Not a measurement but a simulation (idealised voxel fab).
A process module follows: voxel released beams.
Section shown: cut. Width: 205 nm. Cell size: 5 nm, square.
Reading order for cross-sections: top band down to bottom band. Underlying form: a grid of square cells. Band size: one or more rows of cells.
Read a band's entry like this: the first values are the height of its top and the height of its bottom in nm, and what follows is the sequence of materials from left to right, each with its width in nm. Note that "air" is empty space, and that a single material marked "all across" reaches across the band from edge to edge.
Heights are expressed relative to 0, this being the level below which the as-received wafer comprises one material exclusively. The lowest band is unbounded in the downward direction and is denoted as in "0 and below".
When a width is written as two numbers, as in "30..40", the first number is the width in the top row of cells of the band and the second is the width in its bottom row, and the width changes by the same amount from each row to the next.
You'll sometimes find "nothing changed" written for a step, and that's the way of saying that nowhere in the cross-section did a cell change during that step.
Closed-off voids of 8+ cells (no open route to the top) go in "Fully sealed voids", written width x height at distance from the left edge, in nm.
If you see something after the settings on a step's line, that's the simulator's own remark about that step.
"overlay nm" answers the question of how far to the right of plan the mask lay on a step that has a mask, and when it is negative the answer is to the left.
### Process steps - plan
1,RECEIVE (material Si)
2,CONFORMAL_DEP (material SiN; thk nm 5)
3,DIRECTIONAL_DEP (material SiO2; thk nm 20)
4,MASKED_ETCH (tone open; mask id ANCHOR; width nm 25; etch materials SiO2; depth nm 20; overlay nm -15)
5,CONFORMAL_DEP (material polySi; thk nm 10)
6,PATTERN (tone cover; mask id BEAM; material resist; width nm 80; thk nm 20; overlay nm 0)
7,DIRECTIONAL_ETCH (etch materials polySi; depth nm 10)
8,STRIP (etch materials resist)
9,STRIP (etch materials SiO2)
Among the wafers covered here, the point of difference is the overlay nm at step 4; their starting state is shared, and the plan presents the value of the first wafer.
### Received condition of the first of several wafers, sectioned: post-step 1
0 and below  Si all across
Fully sealed voids: none
### The following table contains a row per wafer, in which are reported, at the conclusion of the module, the cells of each material gained (+) or lost (-) since the wafer's receipt, with its closed voids given thereafter
overlay nm -15 | +41 SiN | +48 polySi | Fully sealed voids: none
overlay nm -10 | +41 SiN | +48 polySi | Fully sealed voids: none
overlay nm -5 | +41 SiN | +48 polySi | Fully sealed voids: none
overlay nm 0 | +41 SiN | +48 polySi | Fully sealed voids: none
overlay nm 5 | +41 SiN | +48 polySi | Fully sealed voids: none
overlay nm 10 | +41 SiN | +48 polySi | Fully sealed voids: none
overlay nm 15 | +41 SiN | +48 polySi | Fully sealed voids: none
